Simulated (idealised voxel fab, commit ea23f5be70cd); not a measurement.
Proc. module: voxel self aligned contacts
Each square cell in cross-section cut measures 5 nm, and the section as a whole is 285 nm wide.
Format of a cross-section: grid, square cells. Given as bands. Order: top down. Band: one or more rows of cells.
Heads up on the band format: heights come first, top then bottom, in nm. After that it's the materials left to right, each with its width in nm. A single material flagged "edge to edge" fills the whole band edge to edge, and "empty" means there's empty space there.
The level at which height equals 0 is the one under which the wafer, as it arrives, is entirely one material. No lower edge exists for the bottom band, which continues downward and is notated as in "0 down".
Per-row width for "30..40": begins at first number (top row of band), ends at second number (bottom row), increment between rows held constant.
Step marked "no modification"? Then no cell in the cross-section changed in it.
Each empty space that has no open way to the top and spans at least 8 cells appears under "Enclosed cavity list" as width x height at distance, the distance counted from the left edge, all in nm.
The remark found on a step's line after its settings is issued by the simulator itself and pertains to that step.
Steps that use a mask can have "overlay nm" on their line. It says how far the mask sat to the right of where it was meant to be. Negative means to the left.
## Set out below are the planned steps of the process
1 op RECEIVE | material Si
2 op CONFORMAL_DEP | material SiO2 | thk nm 5
3 op DIRECTIONAL_DEP | material polySi | thk nm 25
4 op DIRECTIONAL_DEP | material SiN | thk nm 15
5 op DIRECTIONAL_DEP | material aC | thk nm 15
6 op PATTERN | tone cover | mask id GATE | material resist | width nm 35 | pitch nm 60 | thk nm 30 | overlay nm 0
7 op DIRECTIONAL_ETCH | etch materials aC | depth nm 15
8 op STRIP | etch materials resist
9 op DIRECTIONAL_ETCH | etch materials SiN | depth nm 15
10 op DIRECTIONAL_ETCH | etch materials polySi | depth nm 25
11 op STRIP | etch materials aC
12 op CONFORMAL_DEP | material SiN | thk nm 5
13 op DIRECTIONAL_ETCH | etch materials SiN | depth nm 5
14 op FILL_DEP | material SiO2 | thk nm 15
15 op CMP | height nm 55
16 op DIRECTIONAL_DEP | material aC | thk nm 15
17 op PATTERN | tone open | mask id CONTACT | material resist | width nm 45 | pitch nm 60 | thk nm 35 | overlay nm 0
18 op DIRECTIONAL_ETCH | etch materials aC | depth nm 15
19 op STRIP | etch materials resist
20 op DIRECTIONAL_ETCH | etch materials SiO2 | depth nm 55
21 op STRIP | etch materials aC
22 op CONFORMAL_DEP | material TiN | thk nm 5
23 op FILL_DEP | material Ru | thk nm 5
24 op CMP | height nm 55
25 op CONFORMAL_DEP | material SiCN | thk nm 5
## First of the two wafers, run per plan
## Incoming wafer in cross-section (state: after step 1)
* 0 down | Si edge to edge
* Enclosed cavity list: none
## Presented here is a cross-section of the wafer after step 2 has been performed
* 5 to 0 | SiO2 edge to edge
* At heights below 0, the structure remains unaltered.
## Presented here is a cross-section of the wafer after step 3 has been performed
* 30 to 5 | polySi edge to edge
* At heights below 5, the structure remains unaltered.
## Presented here is a cross-section of the wafer after step 4 has been performed
* 45 to 30 | SiN edge to edge
* At heights below 30, the structure remains unaltered.
## Presented here is a cross-section of the wafer after step 5 has been performed
* 60 to 45 | aC edge to edge
* At heights below 45, the structure remains unaltered.
## Presented here is a cross-section of the wafer after step 6 has been performed
* 90 to 60 | 65 of empty, then 35 of resist, then 25 of empty, then 35 of resist, then 25 of empty, then 35 of resist, then 65 of empty
* At heights below 60, the structure remains unaltered.
## Presented here is a cross-section of the wafer after step 7 has been performed
* 75 to 60 | 65 of empty, then 35 of resist, then 25 of empty, then 35 of resist, then 25 of empty, then 35 of resist, then 65 of empty
* 60 to 45 | 65 of empty, then 35 of aC, then 25 of empty, then 35 of aC, then 25 of empty, then 35 of aC, then 65 of empty
* At heights below 45, the structure remains unaltered.
## Presented here is a cross-section of the wafer after step 8 has been performed
* 60 to 45 | 65 of empty, then 35 of aC, then 25 of empty, then 35 of aC, then 25 of empty, then 35 of aC, then 65 of empty
* At heights below 45, the structure remains unaltered.
## Presented here is a cross-section of the wafer after step 9 has been performed
* 60 to 45 | 65 of empty, then 35 of aC, then 25 of empty, then 35 of aC, then 25 of empty, then 35 of aC, then 65 of empty
* 45 to 30 | 65 of empty, then 35 of SiN, then 25 of empty, then 35 of SiN, then 25 of empty, then 35 of SiN, then 65 of empty
* At heights below 30, the structure remains unaltered.
## Presented here is a cross-section of the wafer after step 10 has been performed
* 60 to 45 | 65 of empty, then 35 of aC, then 25 of empty, then 35 of aC, then 25 of empty, then 35 of aC, then 65 of empty
* 45 to 30 | 65 of empty, then 35 of SiN, then 25 of empty, then 35 of SiN, then 25 of empty, then 35 of SiN, then 65 of empty
* 30 to 5 | 65 of empty, then 35 of polySi, then 25 of empty, then 35 of polySi, then 25 of empty, then 35 of polySi, then 65 of empty
* At heights below 5, the structure remains unaltered.
## Presented here is a cross-section of the wafer after step 11 has been performed
* 45 to 30 | 65 of empty, then 35 of SiN, then 25 of empty, then 35 of SiN, then 25 of empty, then 35 of SiN, then 65 of empty
* At heights below 30, the structure remains unaltered.
## Presented here is a cross-section of the wafer after step 12 has been performed
* 50 to 30 | 60 of empty, then 45 of SiN, then 15 of empty, then 45 of SiN, then 15 of empty, then 45 of SiN, then 60 of empty
* 30 to 10 | 60 of empty, then 5 of SiN, then 35 of polySi, then 5 of SiN, then 15 of empty, then 5 of SiN, then 35 of polySi, then 5 of SiN, then 15 of empty, then 5 of SiN, then 35 of polySi, then 5 of SiN, then 60 of empty
* 10 to 5 | 65 of SiN, then 35 of polySi, then 25 of SiN, then 35 of polySi, then 25 of SiN, then 35 of polySi, then 65 of SiN
* At heights below 5, the structure remains unaltered.
## Presented here is a cross-section of the wafer after step 13 has been performed
* 45 to 30 | 60 of empty, then 45 of SiN, then 15 of empty, then 45 of SiN, then 15 of empty, then 45 of SiN, then 60 of empty
* 30 to 5 | 60 of empty, then 5 of SiN, then 35 of polySi, then 5 of SiN, then 15 of empty, then 5 of SiN, then 35 of polySi, then 5 of SiN, then 15 of empty, then 5 of SiN, then 35 of polySi, then 5 of SiN, then 60 of empty
* At heights below 5, the structure remains unaltered.
## Presented here is a cross-section of the wafer after step 14 has been performed
* 60 to 45 | SiO2 edge to edge
* 45 to 30 | 60 of SiO2, then 45 of SiN, then 15 of SiO2, then 45 of SiN, then 15 of SiO2, then 45 of SiN, then 60 of SiO2
* 30 to 5 | 60 of SiO2, then 5 of SiN, then 35 of polySi, then 5 of SiN, then 15 of SiO2, then 5 of SiN, then 35 of polySi, then 5 of SiN, then 15 of SiO2, then 5 of SiN, then 35 of polySi, then 5 of SiN, then 60 of SiO2
* At heights below 5, the structure remains unaltered.
## Presented here is a cross-section of the wafer after step 15 has been performed
* 55 to 45 | SiO2 edge to edge
* At heights below 45, the structure remains unaltered.
## Presented here is a cross-section of the wafer after step 16 has been performed
* 70 to 55 | aC edge to edge
* At heights below 55, the structure remains unaltered.
## Presented here is a cross-section of the wafer after step 17 has been performed
* 105 to 70 | 90 of resist, then 45 of empty, then 15 of resist, then 45 of empty, then 90 of resist
* At heights below 70, the structure remains unaltered.
## Presented here is a cross-section of the wafer after step 18 has been performed
* 90 to 70 | 90 of resist, then 45 of empty, then 15 of resist, then 45 of empty, then 90 of resist
* 70 to 55 | 90 of aC, then 45 of empty, then 15 of aC, then 45 of empty, then 90 of aC
* At heights below 55, the structure remains unaltered.
## Presented here is a cross-section of the wafer after step 19 has been performed
* 70 to 55 | 90 of aC, then 45 of empty, then 15 of aC, then 45 of empty, then 90 of aC
* At heights below 55, the structure remains unaltered.
## Presented here is a cross-section of the wafer after step 20 has been performed
* 70 to 55 | 90 of aC, then 45 of empty, then 15 of aC, then 45 of empty, then 90 of aC
* 55 to 45 | 90 of SiO2, then 45 of empty, then 15 of SiO2, then 45 of empty, then 90 of SiO2
* 45 to 30 | 60 of SiO2, then 45 of SiN, then 15 of empty, then 45 of SiN, then 15 of empty, then 45 of SiN, then 60 of SiO2
* 30 to 5 | 60 of SiO2, then 5 of SiN, then 35 of polySi, then 5 of SiN, then 15 of empty, then 5 of SiN, then 35 of polySi, then 5 of SiN, then 15 of empty, then 5 of SiN, then 35 of polySi, then 5 of SiN, then 60 of SiO2
* 5 to 0 | 105 of SiO2, then 15 of empty, then 45 of SiO2, then 15 of empty, then 105 of SiO2
* At heights below 0, the structure remains unaltered.
## Presented here is a cross-section of the wafer after step 21 has been performed
* 55 to 45 | 90 of SiO2, then 45 of empty, then 15 of SiO2, then 45 of empty, then 90 of SiO2
* At heights below 45, the structure remains unaltered.
## Presented here is a cross-section of the wafer after step 22 has been performed
* 60 to 55 | 95 of TiN, then 35 of empty, then 25 of TiN, then 35 of empty, then 95 of TiN
* 55 to 45 | 90 of SiO2, then 5..20 of TiN, then 35..5 of empty, then 5..20 of TiN, then 15 of SiO2, then 5..20 of TiN, then 35..5 of empty, then 5..20 of TiN, then 90 of SiO2
* 45 to 30 | 60 of SiO2, then 45 of SiN, then 5 of TiN, then 5 of empty, then 5 of TiN, then 45 of SiN, then 5 of TiN, then 5 of empty, then 5 of TiN, then 45 of SiN, then 60 of SiO2
* 30 to 5 | 60 of SiO2, then 5 of SiN, then 35 of polySi, then 5 of SiN, then 5 of TiN, then 5 of empty, then 5 of TiN, then 5 of SiN, then 35 of polySi, then 5 of SiN, then 5 of TiN, then 5 of empty, then 5 of TiN, then 5 of SiN, then 35 of polySi, then 5 of SiN, then 60 of SiO2
* 5 to 0 | 105 of SiO2, then 15 of TiN, then 45 of SiO2, then 15 of TiN, then 105 of SiO2
* At heights below 0, the structure remains unaltered.
## Presented here is a cross-section of the wafer after step 23 has been performed
* 65 to 60 | Ru edge to edge
* 60 to 55 | 95 of TiN, then 35 of Ru, then 25 of TiN, then 35 of Ru, then 95 of TiN
* 55 to 45 | 90 of SiO2, then 5..20 of TiN, then 35..5 of Ru, then 5..20 of TiN, then 15 of SiO2, then 5..20 of TiN, then 35..5 of Ru, then 5..20 of TiN, then 90 of SiO2
* 45 to 30 | 60 of SiO2, then 45 of SiN, then 5 of TiN, then 5 of Ru, then 5 of TiN, then 45 of SiN, then 5 of TiN, then 5 of Ru, then 5 of TiN, then 45 of SiN, then 60 of SiO2
* 30 to 5 | 60 of SiO2, then 5 of SiN, then 35 of polySi, then 5 of SiN, then 5 of TiN, then 5 of Ru, then 5 of TiN, then 5 of SiN, then 35 of polySi, then 5 of SiN, then 5 of TiN, then 5 of Ru, then 5 of TiN, then 5 of SiN, then 35 of polySi, then 5 of SiN, then 60 of SiO2
* At heights below 5, the structure remains unaltered.
## Presented here is a cross-section of the wafer after step 24 has been performed
* 55 to 45 | 90 of SiO2, then 5..20 of TiN, then 35..5 of Ru, then 5..20 of TiN, then 15 of SiO2, then 5..20 of TiN, then 35..5 of Ru, then 5..20 of TiN, then 90 of SiO2
* At heights below 45, the structure remains unaltered.
## Presented here is a cross-section of the wafer after step 25 has been performed
* 60 to 55 | SiCN edge to edge
* At heights below 55, the structure remains unaltered.
## second wafer: like start, like plan, one mistake. Through step 16 it matches the first wafer
## Cross-sectional representation of the second wafer at the time designated in the plan for the completion of step 17
* 105 to 70 | 95 of resist, then 35 of empty, then 25 of resist, then 35 of empty, then 95 of resist
* At heights below 70, the structure remains unaltered.
## Cross-sectional representation of the second wafer at the time designated in the plan for the completion of step 18
* 90 to 70 | 95 of resist, then 35 of empty, then 25 of resist, then 35 of empty, then 95 of resist
* 70 to 55 | 95 of aC, then 35 of empty, then 25 of aC, then 35 of empty, then 95 of aC
* At heights below 55, the structure remains unaltered.
## Cross-sectional representation of the second wafer at the time designated in the plan for the completion of step 19
* 70 to 55 | 95 of aC, then 35 of empty, then 25 of aC, then 35 of empty, then 95 of aC
* At heights below 55, the structure remains unaltered.
## Cross-sectional representation of the second wafer at the time designated in the plan for the completion of step 20
* 70 to 55 | 95 of aC, then 35 of empty, then 25 of aC, then 35 of empty, then 95 of aC
* 55 to 45 | 95 of SiO2, then 35 of empty, then 25 of SiO2, then 35 of empty, then 95 of SiO2
* 45 to 30 | 60 of SiO2, then 45 of SiN, then 15 of empty, then 45 of SiN, then 15 of empty, then 45 of SiN, then 60 of SiO2
* 30 to 5 | 60 of SiO2, then 5 of SiN, then 35 of polySi, then 5 of SiN, then 15 of empty, then 5 of SiN, then 35 of polySi, then 5 of SiN, then 15 of empty, then 5 of SiN, then 35 of polySi, then 5 of SiN, then 60 of SiO2
* 5 to 0 | 105 of SiO2, then 15 of empty, then 45 of SiO2, then 15 of empty, then 105 of SiO2
* At heights below 0, the structure remains unaltered.
## Cross-sectional representation of the second wafer at the time designated in the plan for the completion of step 21
* 55 to 45 | 95 of SiO2, then 35 of empty, then 25 of SiO2, then 35 of empty, then 95 of SiO2
* At heights below 45, the structure remains unaltered.
## Cross-sectional representation of the second wafer at the time designated in the plan for the completion of step 22
* 60 to 55 | 100 of TiN, then 25 of empty, then 35 of TiN, then 25 of empty, then 100 of TiN
* 55 to 45 | 95 of SiO2, then 5..15 of TiN, then 25..5 of empty, then 5..15 of TiN, then 25 of SiO2, then 5..15 of TiN, then 25..5 of empty, then 5..15 of TiN, then 95 of SiO2
* 45 to 30 | 60 of SiO2, then 45 of SiN, then 5 of TiN, then 5 of empty, then 5 of TiN, then 45 of SiN, then 5 of TiN, then 5 of empty, then 5 of TiN, then 45 of SiN, then 60 of SiO2
* 30 to 5 | 60 of SiO2, then 5 of SiN, then 35 of polySi, then 5 of SiN, then 5 of TiN, then 5 of empty, then 5 of TiN, then 5 of SiN, then 35 of polySi, then 5 of SiN, then 5 of TiN, then 5 of empty, then 5 of TiN, then 5 of SiN, then 35 of polySi, then 5 of SiN, then 60 of SiO2
* 5 to 0 | 105 of SiO2, then 15 of TiN, then 45 of SiO2, then 15 of TiN, then 105 of SiO2
* At heights below 0, the structure remains unaltered.
## Cross-sectional representation of the second wafer at the time designated in the plan for the completion of step 23
* 65 to 60 | Ru edge to edge
* 60 to 55 | 100 of TiN, then 25 of Ru, then 35 of TiN, then 25 of Ru, then 100 of TiN
* 55 to 45 | 95 of SiO2, then 5..15 of TiN, then 25..5 of Ru, then 5..15 of TiN, then 25 of SiO2, then 5..15 of TiN, then 25..5 of Ru, then 5..15 of TiN, then 95 of SiO2
* 45 to 30 | 60 of SiO2, then 45 of SiN, then 5 of TiN, then 5 of Ru, then 5 of TiN, then 45 of SiN, then 5 of TiN, then 5 of Ru, then 5 of TiN, then 45 of SiN, then 60 of SiO2
* 30 to 5 | 60 of SiO2, then 5 of SiN, then 35 of polySi, then 5 of SiN, then 5 of TiN, then 5 of Ru, then 5 of TiN, then 5 of SiN, then 35 of polySi, then 5 of SiN, then 5 of TiN, then 5 of Ru, then 5 of TiN, then 5 of SiN, then 35 of polySi, then 5 of SiN, then 60 of SiO2
* At heights below 5, the structure remains unaltered.
## Cross-sectional representation of the second wafer at the time designated in the plan for the completion of step 24
* 55 to 45 | 95 of SiO2, then 5..15 of TiN, then 25..5 of Ru, then 5..15 of TiN, then 25 of SiO2, then 5..15 of TiN, then 25..5 of Ru, then 5..15 of TiN, then 95 of SiO2
* At heights below 45, the structure remains unaltered.
## Cross-sectional representation of the second wafer at the time designated in the plan for the completion of step 25
* 60 to 55 | SiCN edge to edge
* At heights below 55, the structure remains unaltered.
The mistake made against the process plan was this: step 17 ran with different settings than intended, the actual operation and settings being op PATTERN | tone open | mask id CONTACT | material resist | width nm 35 | pitch nm 60 | thk nm 35 | overlay nm 0
Per the end-of-run cell counts, the second wafer holds more or fewer of some materials than the first: 4 fewer of Ru, 8 more of SiO2, 4 fewer of TiN
